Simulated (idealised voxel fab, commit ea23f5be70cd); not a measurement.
voxel self aligned vias: a process module
This is section cut - it's 175 nm across, gridded in 5 nm square cells.
Cross-section format: a grid of square cells, given as bands from top to bottom; each band is one or more rows of cells. The band entry comprises the height of the band's top followed by the height of its bottom, expressed in nm, and subsequently the band's materials from left to right, each stated together with its width in nm. Where a single material is marked with the word "everywhere", that material fills the band from edge to edge. The word "blank" represents empty space. Zero point of the height axis is 0; under it, received wafer = one material. Lowest band: continues down indefinitely, "0 down". Top row gets the first number, bottom row gets the second, and each row in between changes by the same step: that is how a band width like "30 to 40" works. Where the words "no alteration" appear for a step, the cross-section shows no cell changed by that step; every cell remained as before. Empty spaces without an open route to the top, at least 8 cells in extent, make up the entry "Closed cavity list"; each is given as width x height at distance, where the distance is measured from the left edge, and all are in nm. That trailing text on a step's line, after the settings, is the simulator's own remark on the step. The optional step-line setting "overlay nm" applies to steps with a mask and quantifies how far to the right of its planned location the mask lay, a negative value indicating leftward placement.
List of planned process steps:
1: RECEIVE [material Si]
2: CONFORMAL_DEP [material SiO2] [thk nm 10]
3: CONFORMAL_DEP [material SiCN] [thk nm 5]
4: DIRECTIONAL_DEP [material SiO2] [thk nm 25]
5: PATTERN [tone open] [mask id LINES] [material resist] [width nm 30] [pitch nm 65] [thk nm 20] [overlay nm 0]
6: DIRECTIONAL_ETCH [etch materials SiO2] [depth nm 25]
7: STRIP [etch materials resist]
8: CONFORMAL_DEP [material TiN] [thk nm 5]
9: FILL_DEP [material W] [thk nm 10]
10: CMP [height nm 40]
11: SELECTIVE_ETCH [etch materials W Ru TiN] [depth nm 10]
12: FILL_DEP [material SiN] [thk nm 10]
13: CMP [height nm 40]
14: DIRECTIONAL_DEP [material SiO2] [thk nm 15]
15: DIRECTIONAL_DEP [material aC] [thk nm 10]
16: PATTERN [tone open] [mask id VIAS] [material resist] [width nm 50] [thk nm 25] [overlay nm 0]
17: DIRECTIONAL_ETCH [etch materials aC] [depth nm 10]
18: STRIP [etch materials resist]
19: DIRECTIONAL_ETCH [etch materials SiO2] [depth nm 15]
20: DIRECTIONAL_ETCH [etch materials SiN] [depth nm 10]
21: STRIP [etch materials aC]
22: CONFORMAL_DEP [material TiN] [thk nm 5]
23: FILL_DEP [material Ru] [thk nm 10]
24: CMP [height nm 55]
25: CONFORMAL_DEP [material SiN] [thk nm 5]
Cross-section: wafer on arrival = after step 1:
- 0 down: Si everywhere
- Closed cavity list: none
Here's the cross-section of the first of our two wafers at the end of the module - it ran as planned:
- 60 to 55: SiN everywhere
- 55 to 45: SiO2 (30) | TiN (5) | Ru (40) | TiN (5) | SiO2 (95)
- 45 to 40: SiO2 (30) | TiN (15) | Ru (20) | TiN (15) | SiO2 (95)
- 40 to 35: SiO2 (40) | TiN (5) | Ru (20) | TiN (5) | SiO2 (35) | SiN (30) | SiO2 (40)
- 35 to 30: SiO2 (40) | TiN (30) | SiO2 (35) | SiN (30) | SiO2 (40)
- 30 to 20: SiO2 (40) | TiN (5) | W (20) | TiN (5) | SiO2 (35) | TiN (5) | W (20) | TiN (5) | SiO2 (40)
- 20 to 15: SiO2 (40) | TiN (30) | SiO2 (35) | TiN (30) | SiO2 (40)
- 15 to 10: SiCN everywhere
- 10 to 0: SiO2 everywhere
- 0 down: Si everywhere
- Closed cavity list: none
Cross-section of the latter of the two wafers at module completion. It had an identical start and an identical plan to the former; in running it, one mistake was made:
- 60 to 55: SiN everywhere
- 55 to 45: SiO2 (30) | TiN (5) | Ru (40) | TiN (5) | SiO2 (95)
- 45 to 40: SiO2 (30) | TiN (50) | SiO2 (95)
- 40 to 35: SiCN everywhere
- 35 to 0: SiO2 everywhere
- 0 down: Si everywhere
- Closed cavity list: none
Plan not followed: steps 3 and 4 swapped
At the finish, the second wafer shows more or fewer cells for some materials than the first does: -8 Ru; -12 SiN; +60 SiO2; -24 TiN; -16 W
